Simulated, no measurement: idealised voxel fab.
process module | voxel air gaps
cross-section cut | 235 nm wide | cells 5 nm
A cross-section is a grid of square cells, given in bands from the top down. A band is one or more rows of cells.
Each band's line starts with the height of the band's top and of its bottom, in nm. Then come its materials from left to right, each with its width in nm. One material with "throughout" fills the band from edge to edge. "air" is empty space.
Height 0 is the level under which the wafer as received is all one material. The lowest band goes on downwards, as in "0 down".
A width such as "30 to 40" changes by the same amount from each row of cells to the next, from the band's top row to its bottom row.
"no change" after a step means that no cell of the cross-section changed.
closed voids: empty space of 8 cells or more with no open way to the top, each as width x height at its distance from the left edge, in nm
after a step's settings: what the simulator itself notes on the step
overlay nm, on a step with a mask: how far to the right of its planned place the mask lay; to the left if negative
plan
1 op RECEIVE | material Si
2 op CONFORMAL_DEP | material SiO2 | thk nm 10
3 op CONFORMAL_DEP | material SiN | thk nm 5
4 op DIRECTIONAL_DEP | material SiO2 | thk nm 40
5 op MASKED_ETCH | tone open | mask id LINES | width nm 25 | pitch nm 55 | etch materials SiO2 | depth nm 40 | overlay nm 0
6 op CONFORMAL_DEP | material TiN | thk nm 5
7 op FILL_DEP | material Ru | thk nm 5
8 op CMP | height nm 55
9 op EPI | material Ru | thk nm 10
10 op SELECTIVE_ETCH | etch materials SiO2 | depth nm 50
11 op CONFORMAL_DEP | material SiCN | thk nm 5
as received, after step 1
  0 down: Si throughout
  closed voids: none
a wafer at the end: this start, this plan, one mistake
  75 to 70: SiCN throughout
  70 to 60: Ru throughout
  60 to 55: TiN 25 | Ru 15 | TiN 40 | Ru 15 | TiN 40 | Ru 15 | TiN 40 | Ru 15 | TiN 30
  55 to 20: SiO2 20 | TiN 5 | Ru 15 | TiN 5 | SiO2 30 | TiN 5 | Ru 15 | TiN 5 | SiO2 30 | TiN 5 | Ru 15 | TiN 5 | SiO2 30 | TiN 5 | Ru 15 | TiN 5 | SiO2 25
  20 to 15: SiO2 20 | TiN 25 | SiO2 30 | TiN 25 | SiO2 30 | TiN 25 | SiO2 30 | TiN 25 | SiO2 25
  15 to 10: SiN throughout
  10 to 0: SiO2 throughout
  0 down: Si throughout
  closed voids: none
what went wrong: step 8 ran as: op CMP | height nm 60
